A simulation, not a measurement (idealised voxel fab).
This is a process module. Its name is voxel capacitor over wiring.
The figure presents cross-section cut, which has a width of 285 nm and is divided into square cells with an edge length of 5 nm.
Throughout this document, each cross-section is represented as a grid of square cells and is presented as a sequence of bands enumerated from the top downward, where a band comprises one or more rows of cells.
Top height, bottom height, nm. Materials left to right, width each, nm. Single material + "everywhere" = fills band edge to edge. "empty" = empty.
All heights in this document are referenced to 0, defined as the level beneath which the wafer, as received, consists entirely of one material. The lowest band is not bounded below; it extends indefinitely downward and is written in the form "0 nm and below".
You'd read "30->40" like this: the band's top row of cells is as wide as the first number, its bottom row is as wide as the second, and going down, every row changes width by the same amount as the row before did.
Any step labelled "no change" changed none of the cells in the cross-section.
Under "Internal closed voids" you'll find the enclosed gaps, the ones with no way out to the top, that are 8 cells or bigger; each reads width x height at distance, with distance counted from the left edge, everything in nm.
On a step's line, text after the settings is the simulator commenting on that step.
A step's line can hold "overlay nm"; with a mask on that step, the setting says how far right of the planned place the mask lay, while a negative setting says it lay to the left.

**Set out below are the planned steps of the process**
- 1: RECEIVE: material Si
- 2: CONFORMAL_DEP: material SiO2, thk nm 10
- 3: CONFORMAL_DEP: material SiN, thk nm 5
- 4: DIRECTIONAL_DEP: material SiO2, thk nm 20
- 5: MASKED_ETCH: tone open, mask id METAL_1, width nm 30, pitch nm 80, etch materials SiO2, depth nm 20, overlay nm 0
- 6: MASKED_ETCH: tone open, mask id METAL_1, width nm 30, pitch nm 80, etch materials SiN, depth nm 5, overlay nm 0
- 7: CONFORMAL_DEP: material TiN, thk nm 5
- 8: FILL_DEP: material W, thk nm 10
- 9: CMP: height nm 35
- 10: CONFORMAL_DEP: material SiCN, thk nm 5
- 11: DIRECTIONAL_DEP: material lowk, thk nm 20
- 12: PATTERN: tone open, mask id PLUG_1, material resist, width nm 15, thk nm 20, overlay nm 0
- 13: DIRECTIONAL_ETCH: etch materials lowk, depth nm 20
- 14: DIRECTIONAL_ETCH: etch materials SiCN, depth nm 5
- 15: STRIP: etch materials resist
- 16: CONFORMAL_DEP: material TiN, thk nm 5
- 17: FILL_DEP: material Cu, thk nm 10
- 18: CMP: height nm 60
- 19: DIRECTIONAL_DEP: material TiN, thk nm 5
- 20: DIRECTIONAL_DEP: material SiN, thk nm 5
- 21: DIRECTIONAL_DEP: material TiN, thk nm 10
- 22: MASKED_ETCH: tone cover, mask id UPPER_PLATE, width nm 55, etch materials TiN, depth nm 10, overlay nm 0
- 23: MASKED_ETCH: tone cover, mask id UPPER_PLATE, width nm 55, etch materials SiN, depth nm 5, overlay nm 0
- 24: DIRECTIONAL_DEP: material aC, thk nm 10
- 25: PATTERN: tone cover, mask id LOWER_PLATE, material resist, width nm 65, thk nm 30, overlay nm 0
- 26: DIRECTIONAL_ETCH: etch materials aC, depth nm 10
- 27: STRIP: etch materials resist
- 28: DIRECTIONAL_ETCH: etch materials TiN, depth nm 5
- 29: STRIP: etch materials aC
- 30: FILL_DEP: material SiO2, thk nm 15
- 31: CMP: height nm 90
- 32: MASKED_ETCH: tone open, mask id PLUG_2, width nm 15, etch materials SiO2, depth nm 10, overlay nm 0
- 33: CONFORMAL_DEP: material TiN, thk nm 5
- 34: FILL_DEP: material Ru, thk nm 5
- 35: CMP: height nm 90
- 36: CONFORMAL_DEP: material SiN, thk nm 5

**Cross-section of the wafer as it came to us, i.e., already through step 1**
> 0 nm and below = Si everywhere
> Internal closed voids: none

**The module was run from the start shown above using the plan shown above, but one mistake was made doing it; the resulting wafer cross-section is below**
> 95 nm to 90 nm = SiN everywhere
> 90 nm to 85 nm = SiO2 110, then TiN 15, then SiO2 160
> 85 nm to 75 nm = SiO2 100, then TiN 55, then SiO2 130
> 75 nm to 70 nm = SiO2 95, then TiN 65, then SiO2 125
> 70 nm to 65 nm = SiN everywhere
> 65 nm to 60 nm = TiN everywhere
> 60 nm to 40 nm = lowk 100, then TiN 5, then Cu 5, then TiN 5, then lowk 170
> 40 nm to 35 nm = SiCN 100, then TiN 15, then SiCN 170
> 35 nm to 15 nm = SiO2 85, then TiN 5, then W 20, then TiN 5, then SiO2 50, then TiN 5, then W 20, then TiN 5, then SiO2 90
> 15 nm to 10 nm = SiN 85, then TiN 30, then SiN 50, then TiN 30, then SiN 90
> 10 nm to 0 nm = SiO2 everywhere
> 0 nm and below = Si everywhere
> Internal closed voids: none
The plan and the run diverged here: step 21, actual vs plan mismatch, actual run DIRECTIONAL_DEP: material TiN, thk nm 15
